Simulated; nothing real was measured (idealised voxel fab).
process module | voxel self aligned contacts
cross-section cut | 240 nm wide | cells 5 nm
A cross-section is a grid of square cells, given in bands from the top down. A band is one or more rows of cells.
Each band's line starts with the height of the band's top and of its bottom, in nm. Then come its materials from left to right, each with its width in nm. One material with "throughout" fills the band from edge to edge. "air" is empty space.
Height 0 is the level under which the wafer as received is all one material. The lowest band goes on downwards, as in "0 down".
A width such as "30 to 40" changes by the same amount from each row of cells to the next, from the band's top row to its bottom row.
"no change" after a step means that no cell of the cross-section changed.
closed voids: empty space of 8 cells or more with no open way to the top, each as width x height at its distance from the left edge, in nm
after a step's settings: what the simulator itself notes on the step
overlay nm, on a step with a mask: how far to the right of its planned place the mask lay; to the left if negative
plan
1 op RECEIVE | material Si
2 op OXIDIZE | depth nm 5
3 op DIRECTIONAL_DEP | material polySi | thk nm 30
4 op DIRECTIONAL_DEP | material SiN | thk nm 15
5 op MASKED_ETCH | tone cover | mask id GATE | width nm 30 | pitch nm 60 | etch materials SiN | depth nm 15 | overlay nm 0
6 op MASKED_ETCH | tone cover | mask id GATE | width nm 30 | pitch nm 60 | etch materials polySi | depth nm 30 | overlay nm 0
7 op CONFORMAL_DEP | material SiN | thk nm 5
8 op DIRECTIONAL_ETCH | etch materials SiN | depth nm 5
9 op FILL_DEP | material SiO2 | thk nm 20
10 op CMP | height nm 55
11 op DIRECTIONAL_DEP | material aC | thk nm 15
12 op PATTERN | tone open | mask id CONTACT | material resist | width nm 40 | thk nm 30 | overlay nm 0
13 op DIRECTIONAL_ETCH | etch materials aC | depth nm 15
14 op STRIP | etch materials resist
15 op DIRECTIONAL_ETCH | etch materials SiO2 | depth nm 60
16 op STRIP | etch materials aC
17 op CONFORMAL_DEP | material TiN | thk nm 5
18 op FILL_DEP | material Ru | thk nm 5
19 op CMP | height nm 55
20 op CONFORMAL_DEP | material SiCN | thk nm 5
as received, after step 1
  0 down: Si throughout
  closed voids: none
first wafer at the end, as planned
  60 to 55: SiCN throughout
  55 to 45: SiO2 100 | TiN 5 to 15 | Ru 30 to 10 | TiN 5 to 15 | SiO2 100
  45 to 30: SiO2 70 | SiN 40 | TiN 5 | Ru 10 | TiN 5 | SiN 40 | SiO2 70
  30 to 0: SiO2 70 | SiN 5 | polySi 30 | SiN 5 | TiN 5 | Ru 10 | TiN 5 | SiN 5 | polySi 30 | SiN 5 | SiO2 70
  0 to -5: SiO2 110 | TiN 20 | SiO2 110
  -5 down: Si throughout
  closed voids: none
second wafer at the end: like start, like plan, one mistake
  60 to 55: SiCN throughout
  55 to 35: SiO2 70 | SiN 5 | polySi 30 | SiN 5 | TiN 5 | Ru 10 | TiN 5 | SiN 5 | polySi 30 | SiN 5 | SiO2 70
  35 to 30: SiO2 70 | SiN 5 | polySi 30 | SiN 5 | TiN 20 | SiN 5 | polySi 30 | SiN 5 | SiO2 70
  30 to 0: polySi throughout
  0 to -5: SiO2 throughout
  -5 down: Si throughout
  closed voids: none
what went wrong: step 3 was run twice
at the end the second wafer has, in cells: 18 fewer of Ru | 52 fewer of SiN | 188 fewer of SiO2 | 18 fewer of TiN | 276 more of polySi
